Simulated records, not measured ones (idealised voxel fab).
process module | voxel trench capacitor
cross-section cut | 215 nm wide | cells 5 nm
A cross-section is a grid of square cells, given in bands from the top down. A band is one or more rows of cells.
Each band's line starts with the height of the band's top and of its bottom, in nm. Then come its materials from left to right, each with its width in nm. One material with "throughout" fills the band from edge to edge. "air" is empty space.
Height 0 is the level under which the wafer as received is all one material. The lowest band goes on downwards, as in "0 down".
A width such as "30 to 40" changes by the same amount from each row of cells to the next, from the band's top row to its bottom row.
"no change" after a step means that no cell of the cross-section changed.
closed voids: empty space of 8 cells or more with no open way to the top, each as width x height at its distance from the left edge, in nm
after a step's settings: what the simulator itself notes on the step
overlay nm, on a step with a mask: how far to the right of its planned place the mask lay; to the left if negative
plan
1 op RECEIVE | material Si
2 op CONFORMAL_DEP | material SiN | thk nm 10
3 op MASKED_ETCH | tone open | mask id TRENCH | width nm 30 | pitch nm 45 | etch materials SiN | depth nm 10 | overlay nm 0
4 op MASKED_ETCH | tone open | mask id TRENCH | width nm 30 | pitch nm 45 | etch materials Si | depth nm 25 | overlay nm 0
5 op CONFORMAL_DEP | material Al2O3 | thk nm 5
6 op CONFORMAL_DEP | material TiN | thk nm 5
7 op FILL_DEP | material W | thk nm 5
8 op CMP | height nm 10
as received, after step 1
  0 down: Si throughout
  closed voids: none
first wafer at the end, as planned
  10 to 0: SiN 45 | Al2O3 5 | TiN 5 | W 10 | TiN 5 | Al2O3 5 | SiN 15 | Al2O3 5 | TiN 5 | W 10 | TiN 5 | Al2O3 5 | SiN 15 | Al2O3 5 | TiN 5 | W 10 | TiN 5 | Al2O3 5 | SiN 50
  0 to -15: Si 45 | Al2O3 5 | TiN 5 | W 10 | TiN 5 | Al2O3 5 | Si 15 | Al2O3 5 | TiN 5 | W 10 | TiN 5 | Al2O3 5 | Si 15 | Al2O3 5 | TiN 5 | W 10 | TiN 5 | Al2O3 5 | Si 50
  -15 to -20: Si 45 | Al2O3 5 | TiN 20 | Al2O3 5 | Si 15 | Al2O3 5 | TiN 20 | Al2O3 5 | Si 15 | Al2O3 5 | TiN 20 | Al2O3 5 | Si 50
  -20 to -25: Si 45 | Al2O3 30 | Si 15 | Al2O3 30 | Si 15 | Al2O3 30 | Si 50
  -25 down: Si throughout
  closed voids: none
second wafer at the end: like start, like plan, one mistake
  10 to 0: SiN 45 | TiN 5 | Al2O3 5 | W 10 | Al2O3 5 | TiN 5 | SiN 15 | TiN 5 | Al2O3 5 | W 10 | Al2O3 5 | TiN 5 | SiN 15 | TiN 5 | Al2O3 5 | W 10 | Al2O3 5 | TiN 5 | SiN 50
  0 to -15: Si 45 | TiN 5 | Al2O3 5 | W 10 | Al2O3 5 | TiN 5 | Si 15 | TiN 5 | Al2O3 5 | W 10 | Al2O3 5 | TiN 5 | Si 15 | TiN 5 | Al2O3 5 | W 10 | Al2O3 5 | TiN 5 | Si 50
  -15 to -20: Si 45 | TiN 5 | Al2O3 20 | TiN 5 | Si 15 | TiN 5 | Al2O3 20 | TiN 5 | Si 15 | TiN 5 | Al2O3 20 | TiN 5 | Si 50
  -20 to -25: Si 45 | TiN 30 | Si 15 | TiN 30 | Si 15 | TiN 30 | Si 50
  -25 down: Si throughout
  closed voids: none
what went wrong: steps 5 and 6 were swapped
at the end the second wafer has, in cells: 12 fewer of Al2O3 | 12 more of TiN
